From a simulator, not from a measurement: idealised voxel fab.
voxel transistor to metal: a process module
Xsec cut, 175 nm wide, square cell size 5 nm.
This document writes a cross-section as a grid whose cells are square, and gives it as bands, listed from the top down; one or more rows of cells form a band.
Quick guide to a band line: top height, bottom height (nm) up front; then every material left to right with its width in nm. Only one material and it's marked "edge to edge"? Then it fills the band edge to edge. And "blank" just means empty space.
Measure heights from 0. That's the level where, below it, the as-received wafer is all one material. The lowest band is bottomless and extends downward; write it as in "0..down".
The notation "30->40" denotes a width that varies across the rows of cells in the band, beginning at the first number in the top row, finishing at the second number in the bottom row, and changing by an identical amount from each row to the next.
The designation "no change", where it is given for a processing step, indicates that no cell of the cross-section was altered in the course of that step.
Empty spaces counting at least 8 cells and having no open way to the top are listed in "Unvented cavities". The notation width x height at distance is used for each, the distance being from the left edge and all three values in nm.
Formally, on a step line, whatever follows the settings is a remark that the simulator itself makes on the step.
overlay nm: right-of-plan distance of the mask on a masked step; negative values mean left-of-plan.

**The steps planned for the process are as follows**
1 RECEIVE [material Si]
2 OXIDIZE [depth nm 5]
3 CONFORMAL_DEP [material SiN] [thk nm 15]
4 MASKED_ETCH [tone cover] [mask id ACTIVE] [width nm 105] [etch materials SiN] [depth nm 15] [overlay nm 0]
5 MASKED_ETCH [tone cover] [mask id ACTIVE] [width nm 105] [etch materials SiO2] [depth nm 5] [overlay nm 0]
6 MASKED_ETCH [tone cover] [mask id ACTIVE] [width nm 105] [etch materials Si] [depth nm 25] [overlay nm 0]
7 OXIDIZE [depth nm 5]
8 FILL_DEP [material SiO2] [thk nm 5]
9 CMP [height nm 15]
10 SELECTIVE_ETCH [etch materials SiO2] [depth nm 15]
11 STRIP [etch materials SiN]
12 SELECTIVE_ETCH [etch materials SiO2] [depth nm 5]
13 OXIDIZE [depth nm 5]
14 DIRECTIONAL_DEP [material polySi] [thk nm 20]
15 DIRECTIONAL_DEP [material SiCN] [thk nm 10]
16 DIRECTIONAL_DEP [material aC] [thk nm 15]
17 PATTERN [tone cover] [mask id GATE] [material resist] [width nm 35] [thk nm 35] [overlay nm 0]
18 DIRECTIONAL_ETCH [etch materials aC] [depth nm 15]
19 STRIP [etch materials resist]
20 DIRECTIONAL_ETCH [etch materials SiCN] [depth nm 20]
21 DIRECTIONAL_ETCH [etch materials polySi] [depth nm 30]
22 STRIP [etch materials aC]
23 CONFORMAL_DEP [material SiN] [thk nm 5]
24 DIRECTIONAL_ETCH [etch materials SiN] [depth nm 5]
25 DIRECTIONAL_ETCH [etch materials SiO2] [depth nm 5]
26 DIRECTIONAL_ETCH [etch materials Si] [depth nm 10]
27 EPI [material SiGe] [thk nm 15]
28 FILL_DEP [material SiO2] [thk nm 5]
29 CMP [height nm 15]
30 STRIP [etch materials polySi]
31 SELECTIVE_ETCH [etch materials SiO2] [depth nm 5]
32 CONFORMAL_DEP [material HfO2] [thk nm 5]
33 CONFORMAL_DEP [material TiN] [thk nm 5]
34 FILL_DEP [material W] [thk nm 5]
35 CMP [height nm 10]
36 DIRECTIONAL_DEP [material SiO2] [thk nm 15]
37 MASKED_ETCH [tone open] [mask id CONTACT] [width nm 15] [pitch nm 80] [etch materials SiO2] [depth nm 30] [overlay nm 0]
38 CONFORMAL_DEP [material TiN] [thk nm 5]
39 FILL_DEP [material W] [thk nm 5]
40 CMP [height nm 25]
41 DIRECTIONAL_DEP [material TiN] [thk nm 5]
42 DIRECTIONAL_DEP [material W] [thk nm 15]
43 MASKED_ETCH [tone cover] [mask id METAL_1] [width nm 15] [pitch nm 80] [etch materials W] [depth nm 15] [overlay nm 0]
44 MASKED_ETCH [tone cover] [mask id METAL_1] [width nm 15] [pitch nm 80] [etch materials TiN] [depth nm 5] [overlay nm 0]
45 CONFORMAL_DEP [material SiCN] [thk nm 5]
46 FILL_DEP [material lowk] [thk nm 5]
47 CMP [height nm 45]
48 CONFORMAL_DEP [material SiCN] [thk nm 5]
49 DIRECTIONAL_DEP [material SiO2] [thk nm 30]
50 PATTERN [tone open] [mask id METAL_2] [material resist] [width nm 15] [pitch nm 80] [thk nm 15] [overlay nm 0]
51 DIRECTIONAL_ETCH [etch materials SiO2] [depth nm 15]
52 STRIP [etch materials resist]
53 DIRECTIONAL_DEP [material aC] [thk nm 10]
54 PATTERN [tone open] [mask id METAL_2_HOLES] [material resist] [width nm 15] [pitch nm 80] [thk nm 30] [overlay nm 0]
55 DIRECTIONAL_ETCH [etch materials aC] [depth nm 10]
56 STRIP [etch materials resist]
57 DIRECTIONAL_ETCH [etch materials SiO2] [depth nm 15]
58 DIRECTIONAL_ETCH [etch materials SiCN] [depth nm 5]
59 STRIP [etch materials aC]
60 CONFORMAL_DEP [material TiN] [thk nm 5]
61 FILL_DEP [material Cu] [thk nm 10]
62 CMP [height nm 80]
63 CONFORMAL_DEP [material SiCN] [thk nm 5]

**Wafer, first of two, run as planned**

**Cross-section of the wafer as it came to us, i.e., already through step 1**
    0..down  Si edge to edge
    Unvented cavities: none

**Once step 2 is through, the wafer looks like this in cross-section**
    0..-5  SiO2 edge to edge
    No changes below -5.

**Once step 3 is through, the wafer looks like this in cross-section**
    15..0  SiN edge to edge
    No changes below 0.

**Once step 4 is through, the wafer looks like this in cross-section**
    15..0  35 blank, 105 SiN, 35 blank
    No changes below 0.

**Once step 5 is through, the wafer looks like this in cross-section**
    15..0  35 blank, 105 SiN, 35 blank
    0..-5  35 blank, 105 SiO2, 35 blank
    No changes below -5.

**Once step 6 is through, the wafer looks like this in cross-section**
    15..0  35 blank, 105 SiN, 35 blank
    0..-5  35 blank, 105 SiO2, 35 blank
    -5..-30  35 blank, 105 Si, 35 blank
    No changes below -30.

**Once step 7 is through, the wafer looks like this in cross-section**
    15..0  35 blank, 105 SiN, 35 blank
    0..-5  35 blank, 105 SiO2, 35 blank
    -5..-30  35 blank, 5 SiO2, 95 Si, 5 SiO2, 35 blank
    -30..-35  40 SiO2, 95 Si, 40 SiO2
    No changes below -35.

**Once step 8 is through, the wafer looks like this in cross-section**
    20..15  SiO2 edge to edge
    15..0  35 SiO2, 105 SiN, 35 SiO2
    0..-5  SiO2 edge to edge
    -5..-35  40 SiO2, 95 Si, 40 SiO2
    No changes below -35.

**Once step 9 is through, the wafer looks like this in cross-section**
    15..0  35 SiO2, 105 SiN, 35 SiO2
    No changes below 0.

**Once step 10 is through, the wafer looks like this in cross-section**
    15..0  35 blank, 105 SiN, 35 blank
    No changes below 0.

**Once step 11 is through, the wafer looks like this in cross-section**
    0..-5  SiO2 edge to edge
    No changes below -5.

**Once step 12 is through, the wafer looks like this in cross-section**
    -5..-35  40 SiO2, 95 Si, 40 SiO2
    No changes below -35.

**Once step 13 is through, the wafer looks like this in cross-section**
    -5..-10  SiO2 edge to edge
    No changes below -10.

**Once step 14 is through, the wafer looks like this in cross-section**
    15..-5  polySi edge to edge
    No changes below -5.

**Once step 15 is through, the wafer looks like this in cross-section**
    25..15  SiCN edge to edge
    No changes below 15.

**Once step 16 is through, the wafer looks like this in cross-section**
    40..25  aC edge to edge
    No changes below 25.

**Once step 17 is through, the wafer looks like this in cross-section**
    75..40  70 blank, 35 resist, 70 blank
    No changes below 40.

**Once step 18 is through, the wafer looks like this in cross-section**
    60..40  70 blank, 35 resist, 70 blank
    40..25  70 blank, 35 aC, 70 blank
    No changes below 25.

**Once step 19 is through, the wafer looks like this in cross-section**
    40..25  70 blank, 35 aC, 70 blank
    No changes below 25.

**Once step 20 is through, the wafer looks like this in cross-section**
    40..25  70 blank, 35 aC, 70 blank
    25..15  70 blank, 35 SiCN, 70 blank
    No changes below 15.

**Once step 21 is through, the wafer looks like this in cross-section**
    40..25  70 blank, 35 aC, 70 blank
    25..15  70 blank, 35 SiCN, 70 blank
    15..-5  70 blank, 35 polySi, 70 blank
    No changes below -5.

**Once step 22 is through, the wafer looks like this in cross-section**
    25..15  70 blank, 35 SiCN, 70 blank
    No changes below 15.

**Once step 23 is through, the wafer looks like this in cross-section**
    30..25  65 blank, 45 SiN, 65 blank
    25..15  65 blank, 5 SiN, 35 SiCN, 5 SiN, 65 blank
    15..0  65 blank, 5 SiN, 35 polySi, 5 SiN, 65 blank
    0..-5  70 SiN, 35 polySi, 70 SiN
    No changes below -5.

**Once step 24 is through, the wafer looks like this in cross-section**
    25..15  65 blank, 5 SiN, 35 SiCN, 5 SiN, 65 blank
    15..-5  65 blank, 5 SiN, 35 polySi, 5 SiN, 65 blank
    No changes below -5.

**Once step 25 is through, the wafer looks like this in cross-section**
    25..15  65 blank, 5 SiN, 35 SiCN, 5 SiN, 65 blank
    15..-5  65 blank, 5 SiN, 35 polySi, 5 SiN, 65 blank
    -5..-10  65 blank, 45 SiO2, 65 blank
    No changes below -10.

**Once step 26 is through, the wafer looks like this in cross-section**
    25..15  65 blank, 5 SiN, 35 SiCN, 5 SiN, 65 blank
    15..-5  65 blank, 5 SiN, 35 polySi, 5 SiN, 65 blank
    -5..-10  65 blank, 45 SiO2, 65 blank
    -10..-20  40 SiO2, 25 blank, 45 Si, 25 blank, 40 SiO2
    No changes below -20.

**Once step 27 is through, the wafer looks like this in cross-section**
    25..15  65 blank, 5 SiN, 35 SiCN, 5 SiN, 65 blank
    15..5  65 blank, 5 SiN, 35 polySi, 5 SiN, 65 blank
    5..-5  50 blank, 15 SiGe, 5 SiN, 35 polySi, 5 SiN, 15 SiGe, 50 blank
    -5..-10  35 blank, 30 SiGe, 45 SiO2, 30 SiGe, 35 blank
    -10..-20  40 SiO2, 25 SiGe, 45 Si, 25 SiGe, 40 SiO2
    No changes below -20.

**Once step 28 is through, the wafer looks like this in cross-section**
    30..25  SiO2 edge to edge
    25..15  65 SiO2, 5 SiN, 35 SiCN, 5 SiN, 65 SiO2
    15..5  65 SiO2, 5 SiN, 35 polySi, 5 SiN, 65 SiO2
    5..-5  50 SiO2, 15 SiGe, 5 SiN, 35 polySi, 5 SiN, 15 SiGe, 50 SiO2
    -5..-10  35 SiO2, 30 SiGe, 45 SiO2, 30 SiGe, 35 SiO2
    No changes below -10.

**Once step 29 is through, the wafer looks like this in cross-section**
    15..5  65 SiO2, 5 SiN, 35 polySi, 5 SiN, 65 SiO2
    No changes below 5.

**Once step 30 is through, the wafer looks like this in cross-section**
    15..5  65 SiO2, 5 SiN, 35 blank, 5 SiN, 65 SiO2
    5..-5  50 SiO2, 15 SiGe, 5 SiN, 35 blank, 5 SiN, 15 SiGe, 50 SiO2
    No changes below -5.

**Once step 31 is through, the wafer looks like this in cross-section**
    15..10  65 blank, 5 SiN, 35 blank, 5 SiN, 65 blank
    10..5  65 SiO2, 5 SiN, 35 blank, 5 SiN, 65 SiO2
    5..-5  50 SiO2, 15 SiGe, 5 SiN, 35 blank, 5 SiN, 15 SiGe, 50 SiO2
    -5..-10  35 SiO2, 30 SiGe, 45 blank, 30 SiGe, 35 SiO2
    No changes below -10.

**Once step 32 is through, the wafer looks like this in cross-section**
    20..15  60 blank, 15 HfO2, 25 blank, 15 HfO2, 60 blank
    15..10  65 HfO2, 5 SiN, 5 HfO2, 25 blank, 5 HfO2, 5 SiN, 65 HfO2
    10..5  65 SiO2, 5 SiN, 5 HfO2, 25 blank, 5 HfO2, 5 SiN, 65 SiO2
    5..-5  50 SiO2, 15 SiGe, 5 SiN, 5 HfO2, 25 blank, 5 HfO2, 5 SiN, 15 SiGe, 50 SiO2
    -5..-10  35 SiO2, 30 SiGe, 45 HfO2, 30 SiGe, 35 SiO2
    No changes below -10.

**Once step 33 is through, the wafer looks like this in cross-section**
    25..20  55 blank, 25 TiN, 15 blank, 25 TiN, 55 blank
    20..15  60 TiN, 15 HfO2, 5 TiN, 15 blank, 5 TiN, 15 HfO2, 60 TiN
    15..10  65 HfO2, 5 SiN, 5 HfO2, 5 TiN, 15 blank, 5 TiN, 5 HfO2, 5 SiN, 65 HfO2
    10..5  65 SiO2, 5 SiN, 5 HfO2, 5 TiN, 15 blank, 5 TiN, 5 HfO2, 5 SiN, 65 SiO2
    5..0  50 SiO2, 15 SiGe, 5 SiN, 5 HfO2, 5 TiN, 15 blank, 5 TiN, 5 HfO2, 5 SiN, 15 SiGe, 50 SiO2
    0..-5  50 SiO2, 15 SiGe, 5 SiN, 5 HfO2, 25 TiN, 5 HfO2, 5 SiN, 15 SiGe, 50 SiO2
    No changes below -5.

**Once step 34 is through, the wafer looks like this in cross-section**
    30..25  W edge to edge
    25..20  55 W, 25 TiN, 15 W, 25 TiN, 55 W
    20..15  60 TiN, 15 HfO2, 5 TiN, 15 W, 5 TiN, 15 HfO2, 60 TiN
    15..10  65 HfO2, 5 SiN, 5 HfO2, 5 TiN, 15 W, 5 TiN, 5 HfO2, 5 SiN, 65 HfO2
    10..5  65 SiO2, 5 SiN, 5 HfO2, 5 TiN, 15 W, 5 TiN, 5 HfO2, 5 SiN, 65 SiO2
    5..0  50 SiO2, 15 SiGe, 5 SiN, 5 HfO2, 5 TiN, 15 W, 5 TiN, 5 HfO2, 5 SiN, 15 SiGe, 50 SiO2
    No changes below 0.

**Once step 35 is through, the wafer looks like this in cross-section**
    10..5  65 SiO2, 5 SiN, 5 HfO2, 5 TiN, 15 W, 5 TiN, 5 HfO2, 5 SiN, 65 SiO2
    No changes below 5.

**Once step 36 is through, the wafer looks like this in cross-section**
    25..10  SiO2 edge to edge
    No changes below 10.

**Once step 37 is through, the wafer looks like this in cross-section**
    25..10  40 SiO2, 15 blank, 65 SiO2, 15 blank, 40 SiO2
    10..5  40 SiO2, 15 blank, 10 SiO2, 5 SiN, 5 HfO2, 5 TiN, 15 W, 5 TiN, 5 HfO2, 5 SiN, 10 SiO2, 15 blank, 40 SiO2
    5..0  40 SiO2, 10 blank, 15 SiGe, 5 SiN, 5 HfO2, 5 TiN, 15 W, 5 TiN, 5 HfO2, 5 SiN, 15 SiGe, 10 blank, 40 SiO2
    0..-5  40 SiO2, 10 blank, 15 SiGe, 5 SiN, 5 HfO2, 25 TiN, 5 HfO2, 5 SiN, 15 SiGe, 10 blank, 40 SiO2
    No changes below -5.

**Once step 38 is through, the wafer looks like this in cross-section**
    30..25  45 TiN, 5 blank, 75 TiN, 5 blank, 45 TiN
    25..10  40 SiO2, 5 TiN, 5 blank, 5 TiN, 65 SiO2, 5 TiN, 5 blank, 5 TiN, 40 SiO2
    10..5  40 SiO2, 15 TiN, 10 SiO2, 5 SiN, 5 HfO2, 5 TiN, 15 W, 5 TiN, 5 HfO2, 5 SiN, 10 SiO2, 15 TiN, 40 SiO2
    5..0  40 SiO2, 10 TiN, 15 SiGe, 5 SiN, 5 HfO2, 5 TiN, 15 W, 5 TiN, 5 HfO2, 5 SiN, 15 SiGe, 10 TiN, 40 SiO2
    0..-5  40 SiO2, 10 TiN, 15 SiGe, 5 SiN, 5 HfO2, 25 TiN, 5 HfO2, 5 SiN, 15 SiGe, 10 TiN, 40 SiO2
    No changes below -5.

**Once step 39 is through, the wafer looks like this in cross-section**
    35..30  W edge to edge
    30..25  45 TiN, 5 W, 75 TiN, 5 W, 45 TiN
    25..10  40 SiO2, 5 TiN, 5 W, 5 TiN, 65 SiO2, 5 TiN, 5 W, 5 TiN, 40 SiO2
    No changes below 10.

**Once step 40 is through, the wafer looks like this in cross-section**
    25..10  40 SiO2, 5 TiN, 5 W, 5 TiN, 65 SiO2, 5 TiN, 5 W, 5 TiN, 40 SiO2
    No changes below 10.

**Once step 41 is through, the wafer looks like this in cross-section**
    30..25  TiN edge to edge
    No changes below 25.

**Once step 42 is through, the wafer looks like this in cross-section**
    45..30  W edge to edge
    No changes below 30.

**Once step 43 is through, the wafer looks like this in cross-section**
    45..30  40 blank, 15 W, 65 blank, 15 W, 40 blank
    No changes below 30.

**Once step 44 is through, the wafer looks like this in cross-section**
    45..30  40 blank, 15 W, 65 blank, 15 W, 40 blank
    30..25  40 blank, 15 TiN, 65 blank, 15 TiN, 40 blank
    No changes below 25.

**Once step 45 is through, the wafer looks like this in cross-section**
    50..45  35 blank, 25 SiCN, 55 blank, 25 SiCN, 35 blank
    45..30  35 blank, 5 SiCN, 15 W, 5 SiCN, 55 blank, 5 SiCN, 15 W, 5 SiCN, 35 blank
    30..25  40 SiCN, 15 TiN, 65 SiCN, 15 TiN, 40 SiCN
    No changes below 25.

**Once step 46 is through, the wafer looks like this in cross-section**
    55..50  lowk edge to edge
    50..45  35 lowk, 25 SiCN, 55 lowk, 25 SiCN, 35 lowk
    45..30  35 lowk, 5 SiCN, 15 W, 5 SiCN, 55 lowk, 5 SiCN, 15 W, 5 SiCN, 35 lowk
    No changes below 30.

**Once step 47 is through, the wafer looks like this in cross-section**
    45..30  35 lowk, 5 SiCN, 15 W, 5 SiCN, 55 lowk, 5 SiCN, 15 W, 5 SiCN, 35 lowk
    No changes below 30.

**Once step 48 is through, the wafer looks like this in cross-section**
    50..45  SiCN edge to edge
    No changes below 45.

**Once step 49 is through, the wafer looks like this in cross-section**
    80..50  SiO2 edge to edge
    No changes below 50.

**Once step 50 is through, the wafer looks like this in cross-section**
    95..80  40 resist, 15 blank, 65 resist, 15 blank, 40 resist
    No changes below 80.

**Once step 51 is through, the wafer looks like this in cross-section**
    95..80  40 resist, 15 blank, 65 resist, 15 blank, 40 resist
    80..65  40 SiO2, 15 blank, 65 SiO2, 15 blank, 40 SiO2
    No changes below 65.

**Once step 52 is through, the wafer looks like this in cross-section**
    80..65  40 SiO2, 15 blank, 65 SiO2, 15 blank, 40 SiO2
    No changes below 65.

**Once step 53 is through, the wafer looks like this in cross-section**
    90..80  40 aC, 15 blank, 65 aC, 15 blank, 40 aC
    80..75  40 SiO2, 15 blank, 65 SiO2, 15 blank, 40 SiO2
    75..65  40 SiO2, 15 aC, 65 SiO2, 15 aC, 40 SiO2
    No changes below 65.

**Once step 54 is through, the wafer looks like this in cross-section**
    120..90  40 resist, 15 blank, 65 resist, 15 blank, 40 resist
    No changes below 90.

**Once step 55 is through, the wafer looks like this in cross-section**
    110..90  40 resist, 15 blank, 65 resist, 15 blank, 40 resist
    90..80  40 aC, 15 blank, 65 aC, 15 blank, 40 aC
    80..65  40 SiO2, 15 blank, 65 SiO2, 15 blank, 40 SiO2
    No changes below 65.

**Once step 56 is through, the wafer looks like this in cross-section**
    90..80  40 aC, 15 blank, 65 aC, 15 blank, 40 aC
    No changes below 80.

**Once step 57 is through, the wafer looks like this in cross-section**
    90..80  40 aC, 15 blank, 65 aC, 15 blank, 40 aC
    80..50  40 SiO2, 15 blank, 65 SiO2, 15 blank, 40 SiO2
    No changes below 50.

**Once step 58 is through, the wafer looks like this in cross-section**
    90..80  40 aC, 15 blank, 65 aC, 15 blank, 40 aC
    80..50  40 SiO2, 15 blank, 65 SiO2, 15 blank, 40 SiO2
    50..45  40 SiCN, 15 blank, 65 SiCN, 15 blank, 40 SiCN
    No changes below 45.

**Once step 59 is through, the wafer looks like this in cross-section**
    80..50  40 SiO2, 15 blank, 65 SiO2, 15 blank, 40 SiO2
    No changes below 50.

**Once step 60 is through, the wafer looks like this in cross-section**
    85..80  45 TiN, 5 blank, 75 TiN, 5 blank, 45 TiN
    80..50  40 SiO2, 5 TiN, 5 blank, 5 TiN, 65 SiO2, 5 TiN, 5 blank, 5 TiN, 40 SiO2
    50..45  40 SiCN, 15 TiN, 65 SiCN, 15 TiN, 40 SiCN
    No changes below 45.

**Once step 61 is through, the wafer looks like this in cross-section**
    95..85  Cu edge to edge
    85..80  45 TiN, 5 Cu, 75 TiN, 5 Cu, 45 TiN
    80..50  40 SiO2, 5 TiN, 5 Cu, 5 TiN, 65 SiO2, 5 TiN, 5 Cu, 5 TiN, 40 SiO2
    No changes below 50.

**Once step 62 is through, the wafer looks like this in cross-section**
    80..50  40 SiO2, 5 TiN, 5 Cu, 5 TiN, 65 SiO2, 5 TiN, 5 Cu, 5 TiN, 40 SiO2
    No changes below 50.

**Once step 63 is through, the wafer looks like this in cross-section**
    85..80  SiCN edge to edge
    No changes below 80.

**It is to be noted that the second wafer proceeded from the same initial state and according to the same plan as the first, although one mistake was committed in its execution; through step 61, inclusive, the two wafers share an identical history**

Cross-section of the second wafer at the time by which step 62 should have been completed according to the plan: no change

**Cross-section of the second wafer at the time by which step 63 should have been completed according to the plan**
    100..95  SiCN edge to edge
    No changes below 95.
The plan and the run diverged here: not run: step 62 of the plan (skipped)
It is noted that, at the conclusion of processing, the second wafer exhibits a higher or lower cell count for certain materials relative to the first: Cu +72; TiN +33
